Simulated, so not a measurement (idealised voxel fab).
The name of this process module is voxel self aligned vias.
Cross-section cut spans 235 nm and uses square cells 5 nm in size.
If you're reading a cross-section in this doc, picture square cells in a grid; it comes to you as bands, top ones listed first down to the bottom, and a band can be one or more rows of cells. This entry defines a band. It first specifies the height of the band's top and the height of its bottom in nm, and then specifies the band's materials from left to right, stating each material with its width in nm. The word "everywhere" identifies a single material that fills the band from edge to edge, while the word "blank" identifies empty space. We count height from 0. Below that, the starting wafer is all one material. The lowest band never ends at the bottom but goes on down; see "0..down" for how that is written. Read "30->40" as a graded width: first number on top, second number at the bottom, same change between each pair of neighbouring rows. The designation "nothing changed", where it is given for a processing step, indicates that no cell of the cross-section was altered in the course of that step. Voids not open to the top, 8 cells minimum: see "Closed void table". Written width x height at distance; distance is from the left edge; nm. If you see something after the settings on a step's line, that's the simulator's own remark about that step. overlay nm: right-of-plan distance of the mask on a masked step; negative values mean left-of-plan.

-- Steps planned for the process
1 RECEIVE [material Si]
2 CONFORMAL_DEP [material SiO2] [thk nm 15]
3 CONFORMAL_DEP [material SiCN] [thk nm 5]
4 DIRECTIONAL_DEP [material SiO2] [thk nm 30]
5 DIRECTIONAL_DEP [material aC] [thk nm 15]
6 PATTERN [tone open] [mask id LINES] [material resist] [width nm 25] [pitch nm 60] [thk nm 30] [overlay nm 0]
7 DIRECTIONAL_ETCH [etch materials aC] [depth nm 15]
8 STRIP [etch materials resist]
9 DIRECTIONAL_ETCH [etch materials SiO2] [depth nm 30]
10 STRIP [etch materials aC]
11 CONFORMAL_DEP [material TiN] [thk nm 5]
12 FILL_DEP [material W] [thk nm 10]
13 CMP [height nm 50]
14 SELECTIVE_ETCH [etch materials W Ru TiN] [depth nm 10]
15 FILL_DEP [material SiN] [thk nm 10]
16 CMP [height nm 50]
17 DIRECTIONAL_DEP [material SiO2] [thk nm 15]
18 MASKED_ETCH [tone open] [mask id VIAS] [width nm 45] [etch materials SiO2] [depth nm 15] [overlay nm 0]
19 MASKED_ETCH [tone open] [mask id VIAS] [width nm 45] [etch materials SiN] [depth nm 10] [overlay nm 0]
20 CONFORMAL_DEP [material TiN] [thk nm 5]
21 FILL_DEP [material Ru] [thk nm 5]
22 CMP [height nm 65]
23 CONFORMAL_DEP [material SiN] [thk nm 5]

-- Wafer, first of two, run as planned

-- As-received wafer cross-section (after step 1)
	0..down  Si everywhere
	Closed void table: none

-- The following cross-section depicts the wafer upon completion of step 2
	15..0  SiO2 everywhere
	Beneath the level 0, the cross-section is identical to its previous state.

-- The following cross-section depicts the wafer upon completion of step 3
	20..15  SiCN everywhere
	Beneath the level 15, the cross-section is identical to its previous state.

-- The following cross-section depicts the wafer upon completion of step 4
	50..20  SiO2 everywhere
	Beneath the level 20, the cross-section is identical to its previous state.

-- The following cross-section depicts the wafer upon completion of step 5
	65..50  aC everywhere
	Beneath the level 50, the cross-section is identical to its previous state.

-- The following cross-section depicts the wafer upon completion of step 6
	95..65  resist 75, blank 25, resist 35, blank 25, resist 75
	Beneath the level 65, the cross-section is identical to its previous state.

-- The following cross-section depicts the wafer upon completion of step 7
	80..65  resist 75, blank 25, resist 35, blank 25, resist 75
	65..50  aC 75, blank 25, aC 35, blank 25, aC 75
	Beneath the level 50, the cross-section is identical to its previous state.

-- The following cross-section depicts the wafer upon completion of step 8
	65..50  aC 75, blank 25, aC 35, blank 25, aC 75
	Beneath the level 50, the cross-section is identical to its previous state.

-- The following cross-section depicts the wafer upon completion of step 9
	65..50  aC 75, blank 25, aC 35, blank 25, aC 75
	50..20  SiO2 75, blank 25, SiO2 35, blank 25, SiO2 75
	Beneath the level 20, the cross-section is identical to its previous state.

-- The following cross-section depicts the wafer upon completion of step 10
	50..20  SiO2 75, blank 25, SiO2 35, blank 25, SiO2 75
	Beneath the level 20, the cross-section is identical to its previous state.

-- The following cross-section depicts the wafer upon completion of step 11
	55..50  TiN 80, blank 15, TiN 45, blank 15, TiN 80
	50..25  SiO2 75, TiN 5, blank 15, TiN 5, SiO2 35, TiN 5, blank 15, TiN 5, SiO2 75
	25..20  SiO2 75, TiN 25, SiO2 35, TiN 25, SiO2 75
	Beneath the level 20, the cross-section is identical to its previous state.

-- The following cross-section depicts the wafer upon completion of step 12
	65..55  W everywhere
	55..50  TiN 80, W 15, TiN 45, W 15, TiN 80
	50..25  SiO2 75, TiN 5, W 15, TiN 5, SiO2 35, TiN 5, W 15, TiN 5, SiO2 75
	Beneath the level 25, the cross-section is identical to its previous state.

-- The following cross-section depicts the wafer upon completion of step 13
	50..25  SiO2 75, TiN 5, W 15, TiN 5, SiO2 35, TiN 5, W 15, TiN 5, SiO2 75
	Beneath the level 25, the cross-section is identical to its previous state.

-- The following cross-section depicts the wafer upon completion of step 14
	50..40  SiO2 75, blank 25, SiO2 35, blank 25, SiO2 75
	Beneath the level 40, the cross-section is identical to its previous state.

-- The following cross-section depicts the wafer upon completion of step 15
	60..50  SiN everywhere
	50..40  SiO2 75, SiN 25, SiO2 35, SiN 25, SiO2 75
	Beneath the level 40, the cross-section is identical to its previous state.

-- The following cross-section depicts the wafer upon completion of step 16
	50..40  SiO2 75, SiN 25, SiO2 35, SiN 25, SiO2 75
	Beneath the level 40, the cross-section is identical to its previous state.

-- The following cross-section depicts the wafer upon completion of step 17
	65..50  SiO2 everywhere
	Beneath the level 50, the cross-section is identical to its previous state.

-- The following cross-section depicts the wafer upon completion of step 18
	65..50  SiO2 65, blank 45, SiO2 125
	Beneath the level 50, the cross-section is identical to its previous state.

-- The following cross-section depicts the wafer upon completion of step 19
	65..50  SiO2 65, blank 45, SiO2 125
	50..40  SiO2 75, blank 25, SiO2 35, SiN 25, SiO2 75
	Beneath the level 40, the cross-section is identical to its previous state.

-- The following cross-section depicts the wafer upon completion of step 20
	70..65  TiN 70, blank 35, TiN 130
	65..55  SiO2 65, TiN 5, blank 35, TiN 5, SiO2 125
	55..50  SiO2 65, TiN 15, blank 15, TiN 15, SiO2 125
	50..45  SiO2 75, TiN 5, blank 15, TiN 5, SiO2 35, SiN 25, SiO2 75
	45..40  SiO2 75, TiN 25, SiO2 35, SiN 25, SiO2 75
	Beneath the level 40, the cross-section is identical to its previous state.

-- The following cross-section depicts the wafer upon completion of step 21
	75..70  Ru everywhere
	70..65  TiN 70, Ru 35, TiN 130
	65..55  SiO2 65, TiN 5, Ru 35, TiN 5, SiO2 125
	55..50  SiO2 65, TiN 15, Ru 15, TiN 15, SiO2 125
	50..45  SiO2 75, TiN 5, Ru 15, TiN 5, SiO2 35, SiN 25, SiO2 75
	Beneath the level 45, the cross-section is identical to its previous state.

-- The following cross-section depicts the wafer upon completion of step 22
	65..55  SiO2 65, TiN 5, Ru 35, TiN 5, SiO2 125
	Beneath the level 55, the cross-section is identical to its previous state.

-- The following cross-section depicts the wafer upon completion of step 23
	70..65  SiN everywhere
	Beneath the level 65, the cross-section is identical to its previous state.

-- Regarding the second of the two wafers: it shared the first wafer's starting condition and process plan, yet one error occurred during its execution. Its history coincides with that of the first wafer up to and including step 17

-- What the second wafer looks like in cross-section when step 18 should have wrapped up
	65..50  blank 65, SiO2 45, blank 125
	Beneath the level 50, the cross-section is identical to its previous state.

What the second wafer looks like in cross-section when step 19 should have wrapped up: nothing changed

-- What the second wafer looks like in cross-section when step 20 should have wrapped up
	70..65  blank 60, TiN 55, blank 120
	65..55  blank 60, TiN 5, SiO2 45, TiN 5, blank 120
	55..50  TiN 65, SiO2 45, TiN 125
	Beneath the level 50, the cross-section is identical to its previous state.

-- What the second wafer looks like in cross-section when step 21 should have wrapped up
	75..70  Ru everywhere
	70..65  Ru 60, TiN 55, Ru 120
	65..55  Ru 60, TiN 5, SiO2 45, TiN 5, Ru 120
	Beneath the level 55, the cross-section is identical to its previous state.

-- What the second wafer looks like in cross-section when step 22 should have wrapped up
	65..55  Ru 60, TiN 5, SiO2 45, TiN 5, Ru 120
	Beneath the level 55, the cross-section is identical to its previous state.

-- What the second wafer looks like in cross-section when step 23 should have wrapped up
	70..65  SiN everywhere
	Beneath the level 65, the cross-section is identical to its previous state.
Error vs. plan: for step 18, the planned setting was not used; the step was instead run as MASKED_ETCH [tone cover] [mask id VIAS] [width nm 45] [etch materials SiO2] [depth nm 15] [overlay nm 0]
The second wafer ends with more or fewer cells of some materials than the first, per final count: +52 Ru; +10 SiN; -87 SiO2; +25 TiN
